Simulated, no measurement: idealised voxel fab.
process module | voxel self aligned contacts
The width of the displayed cross-section, cut, is 285 nm; its cells are square, with a size of 5 nm.
Cross-sections here: square-cell grids, written as top-down lists of bands, a band being one or more rows of cells.
Band entry format. Leading values: height of top, height of bottom, nm. Remainder: materials in left-to-right order, each with its width in nm. Special words: "edge to edge" on a single material, which then fills the band edge to edge; "blank", empty space.
Heads up on the height convention: 0 is the point under which the incoming wafer is all one material, and the lowest band has no bottom, it just keeps going down, like "0 down".
Think of "30 to 40" as a width that walks from the first number to the second as you go down the band, top row to bottom row, taking equal-sized steps from row to row.
Given "remains unaltered" for a step, no cell of the cross-section differs between before and after that step.
Voids not open to the top, 8 cells minimum: see "Sealed-off cavities". Written width x height at distance; distance is from the left edge; nm.
Anything after a step's settings on that line? It's the simulator's own note about the step.
The line of a step may include "overlay nm". On a step with a mask, this value is how far to the right of its planned place the mask lay. A negative value means the mask lay to the left.
Each pair below shows a cross-section before one step and the cross-section after it, down to the lowest band that changed. The line under each pair gives the step between them, with its settings. The pairs can come from different runs of this module on the same starting wafer, so a pair continues from the pair above only where its "Before the step" says so.

-- Before the step
> 0 down = Si edge to edge
> Sealed-off cavities: none

-- After the Step
> 0 to -5 = SiO2 edge to edge
> Anything lower than -5 is untouched.
> Sealed-off cavities: none
Step applied between the pre-step and post-step cross-sections shown above: OXIDIZE [depth nm 5]

Before the step: Please consult the pair immediately above; the cross-section it shows after its step is the state before this step.

-- After the Step
> 20 to 0 = polySi edge to edge
> Anything lower than 0 is untouched.
> Sealed-off cavities: none
Step applied between the pre-step and post-step cross-sections shown above: DIRECTIONAL_DEP [material polySi] [thk nm 20]

Before the step: Please consult the pair immediately above; the cross-section it shows after its step is the state before this step.

-- After the Step
> 40 to 20 = SiN edge to edge
> Anything lower than 20 is untouched.
> Sealed-off cavities: none
Step applied between the pre-step and post-step cross-sections shown above: DIRECTIONAL_DEP [material SiN] [thk nm 20]

Before the step: Please consult the pair immediately above; the cross-section it shows after its step is the state before this step.

-- After the Step
> 40 to 20 = 85 nm blank, 35 nm SiN, 45 nm blank, 35 nm SiN, 85 nm blank
> Anything lower than 20 is untouched.
> Sealed-off cavities: none
Step applied between the pre-step and post-step cross-sections shown above: MASKED_ETCH [tone cover] [mask id GATE] [width nm 35] [pitch nm 80] [etch materials SiN] [depth nm 20] [overlay nm 0]

Before the step: Please consult the pair immediately above; the cross-section it shows after its step is the state before this step.

-- After the Step
> 40 to 20 = 85 nm blank, 35 nm SiN, 45 nm blank, 35 nm SiN, 85 nm blank
> 20 to 0 = 85 nm blank, 35 nm polySi, 45 nm blank, 35 nm polySi, 85 nm blank
> Anything lower than 0 is untouched.
> Sealed-off cavities: none
Step applied between the pre-step and post-step cross-sections shown above: MASKED_ETCH [tone cover] [mask id GATE] [width nm 35] [pitch nm 80] [etch materials polySi] [depth nm 20] [overlay nm 0]

Before the step: Please consult the pair immediately above; the cross-section it shows after its step is the state before this step.

-- After the Step
> 50 to 20 = 75 nm blank, 55 nm SiN, 25 nm blank, 55 nm SiN, 75 nm blank
> 20 to 10 = 75 nm blank, 10 nm SiN, 35 nm polySi, 10 nm SiN, 25 nm blank, 10 nm SiN, 35 nm polySi, 10 nm SiN, 75 nm blank
> 10 to 0 = 85 nm SiN, 35 nm polySi, 45 nm SiN, 35 nm polySi, 85 nm SiN
> Anything lower than 0 is untouched.
> Sealed-off cavities: none
Step applied between the pre-step and post-step cross-sections shown above: CONFORMAL_DEP [material SiN] [thk nm 10]

Before the step: Please consult the pair immediately above; the cross-section it shows after its step is the state before this step.

-- After the Step
> 40 to 20 = 75 nm blank, 55 nm SiN, 25 nm blank, 55 nm SiN, 75 nm blank
> 20 to 0 = 75 nm blank, 10 nm SiN, 35 nm polySi, 10 nm SiN, 25 nm blank, 10 nm SiN, 35 nm polySi, 10 nm SiN, 75 nm blank
> Anything lower than 0 is untouched.
> Sealed-off cavities: none
Step applied between the pre-step and post-step cross-sections shown above: DIRECTIONAL_ETCH [etch materials SiN] [depth nm 10]

Before the step: Please consult the pair immediately above; the cross-section it shows after its step is the state before this step.

-- After the Step
> 55 to 40 = SiO2 edge to edge
> 40 to 20 = 75 nm SiO2, 55 nm SiN, 25 nm SiO2, 55 nm SiN, 75 nm SiO2
> 20 to 0 = 75 nm SiO2, 10 nm SiN, 35 nm polySi, 10 nm SiN, 25 nm SiO2, 10 nm SiN, 35 nm polySi, 10 nm SiN, 75 nm SiO2
> Anything lower than 0 is untouched.
> Sealed-off cavities: none
Step applied between the pre-step and post-step cross-sections shown above: FILL_DEP [material SiO2] [thk nm 15]

Before the step: Please consult the pair immediately above; the cross-section it shows after its step is the state before this step.

-- After the Step
> 45 to 40 = SiO2 edge to edge
> Anything lower than 40 is untouched.
> Sealed-off cavities: none
Step applied between the pre-step and post-step cross-sections shown above: CMP [height nm 45]

Before the step: Please consult the pair immediately above; the cross-section it shows after its step is the state before this step.

-- After the Step
> 65 to 45 = 110 nm resist, 65 nm blank, 110 nm resist
> Anything lower than 45 is untouched.
> Sealed-off cavities: none
Step applied between the pre-step and post-step cross-sections shown above: PATTERN [tone open] [mask id CONTACT] [material resist] [width nm 65] [thk nm 20] [overlay nm 0]

Before the step: Please consult the pair immediately above; the cross-section it shows after its step is the state before this step.

-- After the Step
> 65 to 45 = 110 nm resist, 65 nm blank, 110 nm resist
> 45 to 40 = 110 nm SiO2, 65 nm blank, 110 nm SiO2
> 40 to 20 = 75 nm SiO2, 55 nm SiN, 25 nm blank, 55 nm SiN, 75 nm SiO2
> 20 to 0 = 75 nm SiO2, 10 nm SiN, 35 nm polySi, 10 nm SiN, 25 nm blank, 10 nm SiN, 35 nm polySi, 10 nm SiN, 75 nm SiO2
> 0 to -5 = 130 nm SiO2, 25 nm blank, 130 nm SiO2
> Anything lower than -5 is untouched.
> Sealed-off cavities: none
Step applied between the pre-step and post-step cross-sections shown above: DIRECTIONAL_ETCH [etch materials SiO2] [depth nm 50]

Before the step: Please consult the pair immediately above; the cross-section it shows after its step is the state before this step.

-- After the Step
> 45 to 40 = 110 nm SiO2, 65 nm blank, 110 nm SiO2
> Anything lower than 40 is untouched.
> Sealed-off cavities: none
Step applied between the pre-step and post-step cross-sections shown above: STRIP [etch materials resist]

Before the step: Please consult the pair immediately above; the cross-section it shows after its step is the state before this step.

-- After the Step
> 50 to 45 = 115 nm TiN, 55 nm blank, 115 nm TiN
> 45 to 40 = 110 nm SiO2, 25 nm TiN, 15 nm blank, 25 nm TiN, 110 nm SiO2
> 40 to 20 = 75 nm SiO2, 55 nm SiN, 5 nm TiN, 15 nm blank, 5 nm TiN, 55 nm SiN, 75 nm SiO2
> 20 to 0 = 75 nm SiO2, 10 nm SiN, 35 nm polySi, 10 nm SiN, 5 nm TiN, 15 nm blank, 5 nm TiN, 10 nm SiN, 35 nm polySi, 10 nm SiN, 75 nm SiO2
> 0 to -5 = 130 nm SiO2, 25 nm TiN, 130 nm SiO2
> Anything lower than -5 is untouched.
> Sealed-off cavities: none
Step applied between the pre-step and post-step cross-sections shown above: CONFORMAL_DEP [material TiN] [thk nm 5]

Before the step: Please consult the pair immediately above; the cross-section it shows after its step is the state before this step.

-- After the Step
> 60 to 50 = Ru edge to edge
> 50 to 45 = 115 nm TiN, 55 nm Ru, 115 nm TiN
> 45 to 40 = 110 nm SiO2, 25 nm TiN, 15 nm Ru, 25 nm TiN, 110 nm SiO2
> 40 to 20 = 75 nm SiO2, 55 nm SiN, 5 nm TiN, 15 nm Ru, 5 nm TiN, 55 nm SiN, 75 nm SiO2
> 20 to 0 = 75 nm SiO2, 10 nm SiN, 35 nm polySi, 10 nm SiN, 5 nm TiN, 15 nm Ru, 5 nm TiN, 10 nm SiN, 35 nm polySi, 10 nm SiN, 75 nm SiO2
> Anything lower than 0 is untouched.
> Sealed-off cavities: none
Step applied between the pre-step and post-step cross-sections shown above: FILL_DEP [material Ru] [thk nm 10]

Before the step: Please consult the pair immediately above; the cross-section it shows after its step is the state before this step.

-- After the Step
> 45 to 40 = 110 nm SiO2, 25 nm TiN, 15 nm Ru, 25 nm TiN, 110 nm SiO2
> Anything lower than 40 is untouched.
> Sealed-off cavities: none
Step applied between the pre-step and post-step cross-sections shown above: CMP [height nm 45]

Before the step: Please consult the pair immediately above; the cross-section it shows after its step is the state before this step.

-- After the Step
> 50 to 45 = SiCN edge to edge
> Anything lower than 45 is untouched.
> Sealed-off cavities: none
Step applied between the pre-step and post-step cross-sections shown above: CONFORMAL_DEP [material SiCN] [thk nm 5]

-- Before the step
> 0 down = Si edge to edge
> Sealed-off cavities: none

-- After the Step
> 20 to 0 = polySi edge to edge
> Anything lower than 0 is untouched.
> Sealed-off cavities: none
Step applied between the pre-step and post-step cross-sections shown above: DIRECTIONAL_DEP [material polySi] [thk nm 20]

Before the step: Please consult the pair immediately above; the cross-section it shows after its step is the state before this step.

-- After the Step
> 40 to 20 = SiN edge to edge
> Anything lower than 20 is untouched.
> Sealed-off cavities: none
Step applied between the pre-step and post-step cross-sections shown above: DIRECTIONAL_DEP [material SiN] [thk nm 20]

Before the step: Please consult the pair immediately above; the cross-section it shows after its step is the state before this step.

-- After the Step
> 40 to 20 = 85 nm blank, 35 nm SiN, 45 nm blank, 35 nm SiN, 85 nm blank
> Anything lower than 20 is untouched.
> Sealed-off cavities: none
Step applied between the pre-step and post-step cross-sections shown above: MASKED_ETCH [tone cover] [mask id GATE] [width nm 35] [pitch nm 80] [etch materials SiN] [depth nm 20] [overlay nm 0]

Before the step: Please consult the pair immediately above; the cross-section it shows after its step is the state before this step.

-- After the Step
> 40 to 20 = 85 nm blank, 35 nm SiN, 45 nm blank, 35 nm SiN, 85 nm blank
> 20 to 0 = 85 nm blank, 35 nm polySi, 45 nm blank, 35 nm polySi, 85 nm blank
> Anything lower than 0 is untouched.
> Sealed-off cavities: none
Step applied between the pre-step and post-step cross-sections shown above: MASKED_ETCH [tone cover] [mask id GATE] [width nm 35] [pitch nm 80] [etch materials polySi] [depth nm 20] [overlay nm 0]

Before the step: Please consult the pair immediately above; the cross-section it shows after its step is the state before this step.

-- After the Step
> 50 to 20 = 75 nm blank, 55 nm SiN, 25 nm blank, 55 nm SiN, 75 nm blank
> 20 to 10 = 75 nm blank, 10 nm SiN, 35 nm polySi, 10 nm SiN, 25 nm blank, 10 nm SiN, 35 nm polySi, 10 nm SiN, 75 nm blank
> 10 to 0 = 85 nm SiN, 35 nm polySi, 45 nm SiN, 35 nm polySi, 85 nm SiN
> Anything lower than 0 is untouched.
> Sealed-off cavities: none
Step applied between the pre-step and post-step cross-sections shown above: CONFORMAL_DEP [material SiN] [thk nm 10]

Before the step: Please consult the pair immediately above; the cross-section it shows after its step is the state before this step.

-- After the Step
> 40 to 20 = 75 nm blank, 55 nm SiN, 25 nm blank, 55 nm SiN, 75 nm blank
> 20 to 0 = 75 nm blank, 10 nm SiN, 35 nm polySi, 10 nm SiN, 25 nm blank, 10 nm SiN, 35 nm polySi, 10 nm SiN, 75 nm blank
> Anything lower than 0 is untouched.
> Sealed-off cavities: none
Step applied between the pre-step and post-step cross-sections shown above: DIRECTIONAL_ETCH [etch materials SiN] [depth nm 10]

Before the step: Please consult the pair immediately above; the cross-section it shows after its step is the state before this step.

-- After the Step
> 55 to 40 = SiO2 edge to edge
> 40 to 20 = 75 nm SiO2, 55 nm SiN, 25 nm SiO2, 55 nm SiN, 75 nm SiO2
> 20 to 0 = 75 nm SiO2, 10 nm SiN, 35 nm polySi, 10 nm SiN, 25 nm SiO2, 10 nm SiN, 35 nm polySi, 10 nm SiN, 75 nm SiO2
> Anything lower than 0 is untouched.
> Sealed-off cavities: none
Step applied between the pre-step and post-step cross-sections shown above: FILL_DEP [material SiO2] [thk nm 15]

Before the step: Please consult the pair immediately above; the cross-section it shows after its step is the state before this step.

-- After the Step
> 45 to 40 = SiO2 edge to edge
> Anything lower than 40 is untouched.
> Sealed-off cavities: none
Step applied between the pre-step and post-step cross-sections shown above: CMP [height nm 45]

Before the step: Please consult the pair immediately above; the cross-section it shows after its step is the state before this step.

-- After the Step
> 65 to 45 = 110 nm resist, 65 nm blank, 110 nm resist
> Anything lower than 45 is untouched.
> Sealed-off cavities: none
Step applied between the pre-step and post-step cross-sections shown above: PATTERN [tone open] [mask id CONTACT] [material resist] [width nm 65] [thk nm 20] [overlay nm 0]

Before the step: Please consult the pair immediately above; the cross-section it shows after its step is the state before this step.

-- After the Step
> 65 to 45 = 110 nm resist, 65 nm blank, 110 nm resist
> 45 to 40 = 110 nm SiO2, 65 nm blank, 110 nm SiO2
> 40 to 20 = 75 nm SiO2, 55 nm SiN, 25 nm blank, 55 nm SiN, 75 nm SiO2
> 20 to 0 = 75 nm SiO2, 10 nm SiN, 35 nm polySi, 10 nm SiN, 25 nm blank, 10 nm SiN, 35 nm polySi, 10 nm SiN, 75 nm SiO2
> Anything lower than 0 is untouched.
> Sealed-off cavities: none
Step applied between the pre-step and post-step cross-sections shown above: DIRECTIONAL_ETCH [etch materials SiO2] [depth nm 50]

Before the step: Please consult the pair immediately above; the cross-section it shows after its step is the state before this step.

-- After the Step
> 45 to 40 = 110 nm SiO2, 65 nm blank, 110 nm SiO2
> Anything lower than 40 is untouched.
> Sealed-off cavities: none
Step applied between the pre-step and post-step cross-sections shown above: STRIP [etch materials resist]

Before the step: Please consult the pair immediately above; the cross-section it shows after its step is the state before this step.

-- After the Step
> 50 to 45 = 115 nm TiN, 55 nm blank, 115 nm TiN
> 45 to 40 = 110 nm SiO2, 25 nm TiN, 15 nm blank, 25 nm TiN, 110 nm SiO2
> 40 to 20 = 75 nm SiO2, 55 nm SiN, 5 nm TiN, 15 nm blank, 5 nm TiN, 55 nm SiN, 75 nm SiO2
> 20 to 5 = 75 nm SiO2, 10 nm SiN, 35 nm polySi, 10 nm SiN, 5 nm TiN, 15 nm blank, 5 nm TiN, 10 nm SiN, 35 nm polySi, 10 nm SiN, 75 nm SiO2
> 5 to 0 = 75 nm SiO2, 10 nm SiN, 35 nm polySi, 10 nm SiN, 25 nm TiN, 10 nm SiN, 35 nm polySi, 10 nm SiN, 75 nm SiO2
> Anything lower than 0 is untouched.
> Sealed-off cavities: none
Step applied between the pre-step and post-step cross-sections shown above: CONFORMAL_DEP [material TiN] [thk nm 5]

Before the step: Please consult the pair immediately above; the cross-section it shows after its step is the state before this step.

-- After the Step
> 60 to 50 = Ru edge to edge
> 50 to 45 = 115 nm TiN, 55 nm Ru, 115 nm TiN
> 45 to 40 = 110 nm SiO2, 25 nm TiN, 15 nm Ru, 25 nm TiN, 110 nm SiO2
> 40 to 20 = 75 nm SiO2, 55 nm SiN, 5 nm TiN, 15 nm Ru, 5 nm TiN, 55 nm SiN, 75 nm SiO2
> 20 to 5 = 75 nm SiO2, 10 nm SiN, 35 nm polySi, 10 nm SiN, 5 nm TiN, 15 nm Ru, 5 nm TiN, 10 nm SiN, 35 nm polySi, 10 nm SiN, 75 nm SiO2
> Anything lower than 5 is untouched.
> Sealed-off cavities: none
Step applied between the pre-step and post-step cross-sections shown above: FILL_DEP [material Ru] [thk nm 10]

Before the step: Please consult the pair immediately above; the cross-section it shows after its step is the state before this step.

-- After the Step
> 45 to 40 = 110 nm SiO2, 25 nm TiN, 15 nm Ru, 25 nm TiN, 110 nm SiO2
> Anything lower than 40 is untouched.
> Sealed-off cavities: none
Step applied between the pre-step and post-step cross-sections shown above: CMP [height nm 45]

Before the step: Please consult the pair immediately above; the cross-section it shows after its step is the state before this step.

-- After the Step
> 50 to 45 = SiCN edge to edge
> Anything lower than 45 is untouched.
> Sealed-off cavities: none
Step applied between the pre-step and post-step cross-sections shown above: CONFORMAL_DEP [material SiCN] [thk nm 5]

-- Before the step
> 40 to 20 = SiN edge to edge
> 20 to 0 = polySi edge to edge
> 0 to -5 = SiO2 edge to edge
> -5 down = Si edge to edge
> Sealed-off cavities: none

-- After the Step
> 60 to 20 = SiN edge to edge
> Anything lower than 20 is untouched.
> Sealed-off cavities: none
Step applied between the pre-step and post-step cross-sections shown above: DIRECTIONAL_DEP [material SiN] [thk nm 20]

Before the step: Please consult the pair immediately above; the cross-section it shows after its step is the state before this step.

-- After the Step
> 60 to 40 = 85 nm blank, 35 nm SiN, 45 nm blank, 35 nm SiN, 85 nm blank
> Anything lower than 40 is untouched.
> Sealed-off cavities: none
Step applied between the pre-step and post-step cross-sections shown above: MASKED_ETCH [tone cover] [mask id GATE] [width nm 35] [pitch nm 80] [etch materials SiN] [depth nm 20] [overlay nm 0]

Before the step: Please consult the pair immediately above; the cross-section it shows after its step is the state before this step.

-- After the Step
> 70 to 50 = 75 nm blank, 55 nm SiN, 25 nm blank, 55 nm SiN, 75 nm blank
> 50 to 20 = SiN edge to edge
> Anything lower than 20 is untouched.
> Sealed-off cavities: none
Step applied between the pre-step and post-step cross-sections shown above: CONFORMAL_DEP [material SiN] [thk nm 10]

Before the step: Please consult the pair immediately above; the cross-section it shows after its step is the state before this step.

-- After the Step
> 60 to 40 = 75 nm blank, 55 nm SiN, 25 nm blank, 55 nm SiN, 75 nm blank
> Anything lower than 40 is untouched.
> Sealed-off cavities: none
Step applied between the pre-step and post-step cross-sections shown above: DIRECTIONAL_ETCH [etch materials SiN] [depth nm 10]

Before the step: Please consult the pair immediately above; the cross-section it shows after its step is the state before this step.

-- After the Step
> 75 to 60 = SiO2 edge to edge
> 60 to 40 = 75 nm SiO2, 55 nm SiN, 25 nm SiO2, 55 nm SiN, 75 nm SiO2
> Anything lower than 40 is untouched.
> Sealed-off cavities: none
Step applied between the pre-step and post-step cross-sections shown above: FILL_DEP [material SiO2] [thk nm 15]

Before the step: Please consult the pair immediately above; the cross-section it shows after its step is the state before this step.

-- After the Step
> 45 to 40 = 75 nm SiO2, 55 nm SiN, 25 nm SiO2, 55 nm SiN, 75 nm SiO2
> Anything lower than 40 is untouched.
> Sealed-off cavities: none
Step applied between the pre-step and post-step cross-sections shown above: CMP [height nm 45]

Before the step: Please consult the pair immediately above; the cross-section it shows after its step is the state before this step.

-- After the Step
> 65 to 45 = 110 nm resist, 65 nm blank, 110 nm resist
> Anything lower than 45 is untouched.
> Sealed-off cavities: none
Step applied between the pre-step and post-step cross-sections shown above: PATTERN [tone open] [mask id CONTACT] [material resist] [width nm 65] [thk nm 20] [overlay nm 0]

Before the step: Please consult the pair immediately above; the cross-section it shows after its step is the state before this step.

-- After the Step
> 65 to 45 = 110 nm resist, 65 nm blank, 110 nm resist
> 45 to 40 = 75 nm SiO2, 55 nm SiN, 25 nm blank, 55 nm SiN, 75 nm SiO2
> Anything lower than 40 is untouched.
> Sealed-off cavities: none
Step applied between the pre-step and post-step cross-sections shown above: DIRECTIONAL_ETCH [etch materials SiO2] [depth nm 50]

Before the step: Please consult the pair immediately above; the cross-section it shows after its step is the state before this step.

-- After the Step
> 45 to 40 = 75 nm SiO2, 55 nm SiN, 25 nm blank, 55 nm SiN, 75 nm SiO2
> Anything lower than 40 is untouched.
> Sealed-off cavities: none
Step applied between the pre-step and post-step cross-sections shown above: STRIP [etch materials resist]

Before the step: Please consult the pair immediately above; the cross-section it shows after its step is the state before this step.

-- After the Step
> 50 to 45 = 135 nm TiN, 15 nm blank, 135 nm TiN
> 45 to 40 = 75 nm SiO2, 55 nm SiN, 25 nm TiN, 55 nm SiN, 75 nm SiO2
> Anything lower than 40 is untouched.
> Sealed-off cavities: none
Step applied between the pre-step and post-step cross-sections shown above: CONFORMAL_DEP [material TiN] [thk nm 5]

Before the step: Please consult the pair immediately above; the cross-section it shows after its step is the state before this step.

-- After the Step
> 60 to 50 = Ru edge to edge
> 50 to 45 = 135 nm TiN, 15 nm Ru, 135 nm TiN
> Anything lower than 45 is untouched.
> Sealed-off cavities: none
Step applied between the pre-step and post-step cross-sections shown above: FILL_DEP [material Ru] [thk nm 10]

Before the step: Please consult the pair immediately above; the cross-section it shows after its step is the state before this step.

-- After the Step
> 45 to 40 = 75 nm SiO2, 55 nm SiN, 25 nm TiN, 55 nm SiN, 75 nm SiO2
> Anything lower than 40 is untouched.
> Sealed-off cavities: none
Step applied between the pre-step and post-step cross-sections shown above: CMP [height nm 45]

Before the step: Please consult the pair immediately above; the cross-section it shows after its step is the state before this step.

-- After the Step
> 50 to 45 = SiCN edge to edge
> Anything lower than 45 is untouched.
> Sealed-off cavities: none
Step applied between the pre-step and post-step cross-sections shown above: CONFORMAL_DEP [material SiCN] [thk nm 5]

-- Before the step
> 20 to 0 = polySi edge to edge
> 0 down = Si edge to edge
> Sealed-off cavities: none

-- After the Step
> 20 to 15 = SiO2 edge to edge
> Anything lower than 15 is untouched.
> Sealed-off cavities: none
Step applied between the pre-step and post-step cross-sections shown above: OXIDIZE [depth nm 5]

Before the step: Please consult the pair immediately above; the cross-section it shows after its step is the state before this step.

-- After the Step
> 40 to 20 = SiN edge to edge
> Anything lower than 20 is untouched.
> Sealed-off cavities: none
Step applied between the pre-step and post-step cross-sections shown above: DIRECTIONAL_DEP [material SiN] [thk nm 20]

Before the step: Please consult the pair immediately above; the cross-section it shows after its step is the state before this step.

-- After the Step
> 40 to 20 = 85 nm blank, 35 nm SiN, 45 nm blank, 35 nm SiN, 85 nm blank
> Anything lower than 20 is untouched.
> Sealed-off cavities: none
Step applied between the pre-step and post-step cross-sections shown above: MASKED_ETCH [tone cover] [mask id GATE] [width nm 35] [pitch nm 80] [etch materials SiN] [depth nm 20] [overlay nm 0]

Before the step: Please consult the pair immediately above; the cross-section it shows after its step is the state before this step.

-- After the Step
> 50 to 30 = 75 nm blank, 55 nm SiN, 25 nm blank, 55 nm SiN, 75 nm blank
> 30 to 20 = SiN edge to edge
> Anything lower than 20 is untouched.
> Sealed-off cavities: none
Step applied between the pre-step and post-step cross-sections shown above: CONFORMAL_DEP [material SiN] [thk nm 10]

Before the step: Please consult the pair immediately above; the cross-section it shows after its step is the state before this step.

-- After the Step
> 40 to 20 = 75 nm blank, 55 nm SiN, 25 nm blank, 55 nm SiN, 75 nm blank
> Anything lower than 20 is untouched.
> Sealed-off cavities: none
Step applied between the pre-step and post-step cross-sections shown above: DIRECTIONAL_ETCH [etch materials SiN] [depth nm 10]

Before the step: Please consult the pair immediately above; the cross-section it shows after its step is the state before this step.

-- After the Step
> 55 to 40 = SiO2 edge to edge
> 40 to 20 = 75 nm SiO2, 55 nm SiN, 25 nm SiO2, 55 nm SiN, 75 nm SiO2
> Anything lower than 20 is untouched.
> Sealed-off cavities: none
Step applied between the pre-step and post-step cross-sections shown above: FILL_DEP [material SiO2] [thk nm 15]

Before the step: Please consult the pair immediately above; the cross-section it shows after its step is the state before this step.

-- After the Step
> 45 to 40 = SiO2 edge to edge
> Anything lower than 40 is untouched.
> Sealed-off cavities: none
Step applied between the pre-step and post-step cross-sections shown above: CMP [height nm 45]

Before the step: Please consult the pair immediately above; the cross-section it shows after its step is the state before this step.

-- After the Step
> 65 to 45 = 110 nm resist, 65 nm blank, 110 nm resist
> Anything lower than 45 is untouched.
> Sealed-off cavities: none
Step applied between the pre-step and post-step cross-sections shown above: PATTERN [tone open] [mask id CONTACT] [material resist] [width nm 65] [thk nm 20] [overlay nm 0]

Before the step: Please consult the pair immediately above; the cross-section it shows after its step is the state before this step.

-- After the Step
> 65 to 45 = 110 nm resist, 65 nm blank, 110 nm resist
> 45 to 40 = 110 nm SiO2, 65 nm blank, 110 nm SiO2
> 40 to 20 = 75 nm SiO2, 55 nm SiN, 25 nm blank, 55 nm SiN, 75 nm SiO2
> 20 to 15 = 130 nm SiO2, 25 nm blank, 130 nm SiO2
> Anything lower than 15 is untouched.
> Sealed-off cavities: none
Step applied between the pre-step and post-step cross-sections shown above: DIRECTIONAL_ETCH [etch materials SiO2] [depth nm 50]

Before the step: Please consult the pair immediately above; the cross-section it shows after its step is the state before this step.

-- After the Step
> 45 to 40 = 110 nm SiO2, 65 nm blank, 110 nm SiO2
> Anything lower than 40 is untouched.
> Sealed-off cavities: none
Step applied between the pre-step and post-step cross-sections shown above: STRIP [etch materials resist]

Before the step: Please consult the pair immediately above; the cross-section it shows after its step is the state before this step.

-- After the Step
> 50 to 45 = 115 nm TiN, 55 nm blank, 115 nm TiN
> 45 to 40 = 110 nm SiO2, 25 nm TiN, 15 nm blank, 25 nm TiN, 110 nm SiO2
> 40 to 20 = 75 nm SiO2, 55 nm SiN, 5 nm TiN, 15 nm blank, 5 nm TiN, 55 nm SiN, 75 nm SiO2
> 20 to 15 = 130 nm SiO2, 25 nm TiN, 130 nm SiO2
> Anything lower than 15 is untouched.
> Sealed-off cavities: none
Step applied between the pre-step and post-step cross-sections shown above: CONFORMAL_DEP [material TiN] [thk nm 5]

Before the step: Please consult the pair immediately above; the cross-section it shows after its step is the state before this step.

-- After the Step
> 60 to 50 = Ru edge to edge
> 50 to 45 = 115 nm TiN, 55 nm Ru, 115 nm TiN
> 45 to 40 = 110 nm SiO2, 25 nm TiN, 15 nm Ru, 25 nm TiN, 110 nm SiO2
> 40 to 20 = 75 nm SiO2, 55 nm SiN, 5 nm TiN, 15 nm Ru, 5 nm TiN, 55 nm SiN, 75 nm SiO2
> Anything lower than 20 is untouched.
> Sealed-off cavities: none
Step applied between the pre-step and post-step cross-sections shown above: FILL_DEP [material Ru] [thk nm 10]

Before the step: Please consult the pair immediately above; the cross-section it shows after its step is the state before this step.

-- After the Step
> 45 to 40 = 110 nm SiO2, 25 nm TiN, 15 nm Ru, 25 nm TiN, 110 nm SiO2
> Anything lower than 40 is untouched.
> Sealed-off cavities: none
Step applied between the pre-step and post-step cross-sections shown above: CMP [height nm 45]

Before the step: Please consult the pair immediately above; the cross-section it shows after its step is the state before this step.

-- After the Step
> 50 to 45 = SiCN edge to edge
> Anything lower than 45 is untouched.
> Sealed-off cavities: none
Step applied between the pre-step and post-step cross-sections shown above: CONFORMAL_DEP [material SiCN] [thk nm 5]

-- Before the step
> 0 down = Si edge to edge
> Sealed-off cavities: none

-- After the Step
> 0 to -10 = SiO2 edge to edge
> Anything lower than -10 is untouched.
> Sealed-off cavities: none
Step applied between the pre-step and post-step cross-sections shown above: OXIDIZE [depth nm 10]

Before the step: Please consult the pair immediately above; the cross-section it shows after its step is the state before this step.

-- After the Step
> 20 to 0 = polySi edge to edge
> Anything lower than 0 is untouched.
> Sealed-off cavities: none
Step applied between the pre-step and post-step cross-sections shown above: DIRECTIONAL_DEP [material polySi] [thk nm 20]

Before the step: Please consult the pair immediately above; the cross-section it shows after its step is the state before this step.

-- After the Step
> 40 to 20 = SiN edge to edge
> Anything lower than 20 is untouched.
> Sealed-off cavities: none
Step applied between the pre-step and post-step cross-sections shown above: DIRECTIONAL_DEP [material SiN] [thk nm 20]

Before the step: Please consult the pair immediately above; the cross-section it shows after its step is the state before this step.

-- After the Step
> 40 to 20 = 85 nm blank, 35 nm SiN, 45 nm blank, 35 nm SiN, 85 nm blank
> Anything lower than 20 is untouched.
> Sealed-off cavities: none
Step applied between the pre-step and post-step cross-sections shown above: MASKED_ETCH [tone cover] [mask id GATE] [width nm 35] [pitch nm 80] [etch materials SiN] [depth nm 20] [overlay nm 0]

Before the step: Please consult the pair immediately above; the cross-section it shows after its step is the state before this step.

-- After the Step
> 40 to 20 = 85 nm blank, 35 nm SiN, 45 nm blank, 35 nm SiN, 85 nm blank
> 20 to 0 = 85 nm blank, 35 nm polySi, 45 nm blank, 35 nm polySi, 85 nm blank
> Anything lower than 0 is untouched.
> Sealed-off cavities: none
Step applied between the pre-step and post-step cross-sections shown above: MASKED_ETCH [tone cover] [mask id GATE] [width nm 35] [pitch nm 80] [etch materials polySi] [depth nm 20] [overlay nm 0]

Before the step: Please consult the pair immediately above; the cross-section it shows after its step is the state before this step.

-- After the Step
> 50 to 20 = 75 nm blank, 55 nm SiN, 25 nm blank, 55 nm SiN, 75 nm blank
> 20 to 10 = 75 nm blank, 10 nm SiN, 35 nm polySi, 10 nm SiN, 25 nm blank, 10 nm SiN, 35 nm polySi, 10 nm SiN, 75 nm blank
> 10 to 0 = 85 nm SiN, 35 nm polySi, 45 nm SiN, 35 nm polySi, 85 nm SiN
> Anything lower than 0 is untouched.
> Sealed-off cavities: none
Step applied between the pre-step and post-step cross-sections shown above: CONFORMAL_DEP [material SiN] [thk nm 10]

Before the step: Please consult the pair immediately above; the cross-section it shows after its step is the state before this step.

-- After the Step
> 40 to 20 = 75 nm blank, 55 nm SiN, 25 nm blank, 55 nm SiN, 75 nm blank
> 20 to 0 = 75 nm blank, 10 nm SiN, 35 nm polySi, 10 nm SiN, 25 nm blank, 10 nm SiN, 35 nm polySi, 10 nm SiN, 75 nm blank
> Anything lower than 0 is untouched.
> Sealed-off cavities: none
Step applied between the pre-step and post-step cross-sections shown above: DIRECTIONAL_ETCH [etch materials SiN] [depth nm 10]

Before the step: Please consult the pair immediately above; the cross-section it shows after its step is the state before this step.

-- After the Step
> 55 to 40 = SiO2 edge to edge
> 40 to 20 = 75 nm SiO2, 55 nm SiN, 25 nm SiO2, 55 nm SiN, 75 nm SiO2
> 20 to 0 = 75 nm SiO2, 10 nm SiN, 35 nm polySi, 10 nm SiN, 25 nm SiO2, 10 nm SiN, 35 nm polySi, 10 nm SiN, 75 nm SiO2
> Anything lower than 0 is untouched.
> Sealed-off cavities: none
Step applied between the pre-step and post-step cross-sections shown above: FILL_DEP [material SiO2] [thk nm 15]

Before the step: Please consult the pair immediately above; the cross-section it shows after its step is the state before this step.

-- After the Step
> 45 to 40 = SiO2 edge to edge
> Anything lower than 40 is untouched.
> Sealed-off cavities: none
Step applied between the pre-step and post-step cross-sections shown above: CMP [height nm 45]

Before the step: Please consult the pair immediately above; the cross-section it shows after its step is the state before this step.

-- After the Step
> 65 to 45 = 110 nm resist, 65 nm blank, 110 nm resist
> Anything lower than 45 is untouched.
> Sealed-off cavities: none
Step applied between the pre-step and post-step cross-sections shown above: PATTERN [tone open] [mask id CONTACT] [material resist] [width nm 65] [thk nm 20] [overlay nm 0]
